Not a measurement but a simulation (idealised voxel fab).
Process module name: voxel gate over fins
Cross-sectional view cut (width: 150 nm; square cell size: 5 nm).
Cross-section format: a grid of square cells, given as bands from top to bottom; each band is one or more rows of cells.
Top height, bottom height, nm. Materials left to right, width each, nm. Single material + "everywhere" = fills band edge to edge. "blank" = empty.
It should be noted that heights are counted from 0, beneath which the wafer as supplied is of one material throughout, and that the lowest band possesses no lower boundary but continues downward, as written in "0..down".
Width: "30->40" (first number = top row, second number = bottom row, same change from row to row of cells).
Key: "nothing different" - step with no changed cell in the cross-section.
"Fully sealed voids": sealed empty spaces, 8 cells or more, no open way to top, listed width x height at distance, with distance from the left edge and width, height and distance in nm.
Formally, on a step line, whatever follows the settings is a remark that the simulator itself makes on the step.
"overlay nm" denotes, for a step that has a mask, the displacement of the mask to the right of its planned place, with negative values corresponding to the left.

[The following list gives the planned process steps]
- 1: RECEIVE [material Si]
- 2: CONFORMAL_DEP [material SiN] [thk nm 5]
- 3: MASKED_ETCH [tone cover] [mask id FINS] [width nm 15] [pitch nm 60] [etch materials SiN] [depth nm 5] [overlay nm 0]
- 4: MASKED_ETCH [tone cover] [mask id FINS] [width nm 15] [pitch nm 60] [etch materials Si] [depth nm 40] [overlay nm 0]
- 5: OXIDIZE [depth nm 5]
- 6: FILL_DEP [material SiO2] [thk nm 5]
- 7: CMP [height nm 5]
- 8: DIRECTIONAL_DEP [material aC] [thk nm 15]
- 9: PATTERN [tone open] [mask id RAIL] [material resist] [width nm 15] [thk nm 35] [overlay nm 0]
- 10: DIRECTIONAL_ETCH [etch materials aC] [depth nm 15]
- 11: STRIP [etch materials resist]
- 12: DIRECTIONAL_ETCH [etch materials SiO2] [depth nm 40]
- 13: STRIP [etch materials aC]
- 14: CONFORMAL_DEP [material TiN] [thk nm 5]
- 15: FILL_DEP [material W] [thk nm 10]
- 16: CMP [height nm 5]
- 17: SELECTIVE_ETCH [etch materials W Ru TiN] [depth nm 25]
- 18: FILL_DEP [material SiO2] [thk nm 5]
- 19: CMP [height nm 5]
- 20: SELECTIVE_ETCH [etch materials SiO2] [depth nm 20]
- 21: STRIP [etch materials SiN]
- 22: CONFORMAL_DEP [material HfO2] [thk nm 5]
- 23: CONFORMAL_DEP [material TiN] [thk nm 5]
- 24: FILL_DEP [material W] [thk nm 10]
- 25: CMP [height nm 15]
- 26: CONFORMAL_DEP [material SiCN] [thk nm 5]

[The following pertains to the first of two wafers, which was processed as planned]

[Cross-section of the wafer at receipt, which is the condition after step 1]
  0..down | Si everywhere
  Fully sealed voids: none

[Cross-section of the wafer subsequent to step 2]
  5..0 | SiN everywhere
  Everything below 0 is unchanged.

[Cross-section of the wafer subsequent to step 3]
  5..0 | 35 blank, 15 SiN, 45 blank, 15 SiN, 40 blank
  Everything below 0 is unchanged.

[Cross-section of the wafer subsequent to step 4]
  5..0 | 35 blank, 15 SiN, 45 blank, 15 SiN, 40 blank
  0..-40 | 35 blank, 15 Si, 45 blank, 15 Si, 40 blank
  Everything below -40 is unchanged.

[Cross-section of the wafer subsequent to step 5]
  5..0 | 35 blank, 15 SiN, 45 blank, 15 SiN, 40 blank
  0..-40 | 35 blank, 5 SiO2, 5 Si, 5 SiO2, 45 blank, 5 SiO2, 5 Si, 5 SiO2, 40 blank
  -40..-45 | 40 SiO2, 5 Si, 55 SiO2, 5 Si, 45 SiO2
  Everything below -45 is unchanged.

[Cross-section of the wafer subsequent to step 6]
  10..5 | SiO2 everywhere
  5..0 | 35 SiO2, 15 SiN, 45 SiO2, 15 SiN, 40 SiO2
  0..-45 | 40 SiO2, 5 Si, 55 SiO2, 5 Si, 45 SiO2
  Everything below -45 is unchanged.

[Cross-section of the wafer subsequent to step 7]
  5..0 | 35 SiO2, 15 SiN, 45 SiO2, 15 SiN, 40 SiO2
  Everything below 0 is unchanged.

[Cross-section of the wafer subsequent to step 8]
  20..5 | aC everywhere
  Everything below 5 is unchanged.

[Cross-section of the wafer subsequent to step 9]
  55..20 | 65 resist, 15 blank, 70 resist
  Everything below 20 is unchanged.

[Cross-section of the wafer subsequent to step 10]
  40..20 | 65 resist, 15 blank, 70 resist
  20..5 | 65 aC, 15 blank, 70 aC
  Everything below 5 is unchanged.

[Cross-section of the wafer subsequent to step 11]
  20..5 | 65 aC, 15 blank, 70 aC
  Everything below 5 is unchanged.

[Cross-section of the wafer subsequent to step 12]
  20..5 | 65 aC, 15 blank, 70 aC
  5..0 | 35 SiO2, 15 SiN, 15 SiO2, 15 blank, 15 SiO2, 15 SiN, 40 SiO2
  0..-35 | 40 SiO2, 5 Si, 20 SiO2, 15 blank, 20 SiO2, 5 Si, 45 SiO2
  Everything below -35 is unchanged.

[Cross-section of the wafer subsequent to step 13]
  5..0 | 35 SiO2, 15 SiN, 15 SiO2, 15 blank, 15 SiO2, 15 SiN, 40 SiO2
  Everything below 0 is unchanged.

[Cross-section of the wafer subsequent to step 14]
  10..5 | 70 TiN, 5 blank, 75 TiN
  5..0 | 35 SiO2, 15 SiN, 15 SiO2, 5 TiN, 5 blank, 5 TiN, 15 SiO2, 15 SiN, 40 SiO2
  0..-30 | 40 SiO2, 5 Si, 20 SiO2, 5 TiN, 5 blank, 5 TiN, 20 SiO2, 5 Si, 45 SiO2
  -30..-35 | 40 SiO2, 5 Si, 20 SiO2, 15 TiN, 20 SiO2, 5 Si, 45 SiO2
  Everything below -35 is unchanged.

[Cross-section of the wafer subsequent to step 15]
  20..10 | W everywhere
  10..5 | 70 TiN, 5 W, 75 TiN
  5..0 | 35 SiO2, 15 SiN, 15 SiO2, 5 TiN, 5 W, 5 TiN, 15 SiO2, 15 SiN, 40 SiO2
  0..-30 | 40 SiO2, 5 Si, 20 SiO2, 5 TiN, 5 W, 5 TiN, 20 SiO2, 5 Si, 45 SiO2
  Everything below -30 is unchanged.

[Cross-section of the wafer subsequent to step 16]
  5..0 | 35 SiO2, 15 SiN, 15 SiO2, 5 TiN, 5 W, 5 TiN, 15 SiO2, 15 SiN, 40 SiO2
  Everything below 0 is unchanged.

[Cross-section of the wafer subsequent to step 17]
  5..0 | 35 SiO2, 15 SiN, 15 SiO2, 15 blank, 15 SiO2, 15 SiN, 40 SiO2
  0..-20 | 40 SiO2, 5 Si, 20 SiO2, 15 blank, 20 SiO2, 5 Si, 45 SiO2
  Everything below -20 is unchanged.

[Cross-section of the wafer subsequent to step 18]
  10..5 | SiO2 everywhere
  5..0 | 35 SiO2, 15 SiN, 45 SiO2, 15 SiN, 40 SiO2
  0..-20 | 40 SiO2, 5 Si, 55 SiO2, 5 Si, 45 SiO2
  Everything below -20 is unchanged.

[Cross-section of the wafer subsequent to step 19]
  5..0 | 35 SiO2, 15 SiN, 45 SiO2, 15 SiN, 40 SiO2
  Everything below 0 is unchanged.

[Cross-section of the wafer subsequent to step 20]
  5..0 | 35 blank, 15 SiN, 45 blank, 15 SiN, 40 blank
  0..-15 | 40 blank, 5 Si, 55 blank, 5 Si, 45 blank
  Everything below -15 is unchanged.

[Cross-section of the wafer subsequent to step 21]
  0..-15 | 40 blank, 5 Si, 55 blank, 5 Si, 45 blank
  Everything below -15 is unchanged.

[Cross-section of the wafer subsequent to step 22]
  5..0 | 35 blank, 15 HfO2, 45 blank, 15 HfO2, 40 blank
  0..-10 | 35 blank, 5 HfO2, 5 Si, 5 HfO2, 45 blank, 5 HfO2, 5 Si, 5 HfO2, 40 blank
  -10..-15 | 40 HfO2, 5 Si, 55 HfO2, 5 Si, 45 HfO2
  Everything below -15 is unchanged.

[Cross-section of the wafer subsequent to step 23]
  10..5 | 30 blank, 25 TiN, 35 blank, 25 TiN, 35 blank
  5..0 | 30 blank, 5 TiN, 15 HfO2, 5 TiN, 35 blank, 5 TiN, 15 HfO2, 5 TiN, 35 blank
  0..-5 | 30 blank, 5 TiN, 5 HfO2, 5 Si, 5 HfO2, 5 TiN, 35 blank, 5 TiN, 5 HfO2, 5 Si, 5 HfO2, 5 TiN, 35 blank
  -5..-10 | 35 TiN, 5 HfO2, 5 Si, 5 HfO2, 45 TiN, 5 HfO2, 5 Si, 5 HfO2, 40 TiN
  Everything below -10 is unchanged.

[Cross-section of the wafer subsequent to step 24]
  20..10 | W everywhere
  10..5 | 30 W, 25 TiN, 35 W, 25 TiN, 35 W
  5..0 | 30 W, 5 TiN, 15 HfO2, 5 TiN, 35 W, 5 TiN, 15 HfO2, 5 TiN, 35 W
  0..-5 | 30 W, 5 TiN, 5 HfO2, 5 Si, 5 HfO2, 5 TiN, 35 W, 5 TiN, 5 HfO2, 5 Si, 5 HfO2, 5 TiN, 35 W
  Everything below -5 is unchanged.

[Cross-section of the wafer subsequent to step 25]
  15..10 | W everywhere
  Everything below 10 is unchanged.

[Cross-section of the wafer subsequent to step 26]
  20..15 | SiCN everywhere
  Everything below 15 is unchanged.

[Wafer two. Same start, same plan, one slip in execution. Same as wafer one through step 21, inclusive]

[Cross-section of the second wafer when, according to plan, step 22 should have finished]
  15..0 | 25 blank, 35 HfO2, 25 blank, 35 HfO2, 30 blank
  0..-15 | 40 HfO2, 5 Si, 55 HfO2, 5 Si, 45 HfO2
  Everything below -15 is unchanged.

[Cross-section of the second wafer when, according to plan, step 23 should have finished]
  20..15 | 20 blank, 45 TiN, 15 blank, 45 TiN, 25 blank
  15..5 | 20 blank, 5 TiN, 35 HfO2, 5 TiN, 15 blank, 5 TiN, 35 HfO2, 5 TiN, 25 blank
  5..0 | 25 TiN, 35 HfO2, 25 TiN, 35 HfO2, 30 TiN
  Everything below 0 is unchanged.

[Cross-section of the second wafer when, according to plan, step 24 should have finished]
  30..20 | W everywhere
  20..15 | 20 W, 45 TiN, 15 W, 45 TiN, 25 W
  15..5 | 20 W, 5 TiN, 35 HfO2, 5 TiN, 15 W, 5 TiN, 35 HfO2, 5 TiN, 25 W
  Everything below 5 is unchanged.

[Cross-section of the second wafer when, according to plan, step 25 should have finished]
  15..5 | 20 W, 5 TiN, 35 HfO2, 5 TiN, 15 W, 5 TiN, 35 HfO2, 5 TiN, 25 W
  Everything below 5 is unchanged.

[Cross-section of the second wafer when, according to plan, step 26 should have finished]
  20..15 | SiCN everywhere
  Everything below 15 is unchanged.
What was the processing mistake? step 22 ran as: CONFORMAL_DEP [material HfO2] [thk nm 15]
Heads up, by the end the second wafer has more or fewer cells of some materials compared to the first: HfO2 +84; TiN -18; W -66
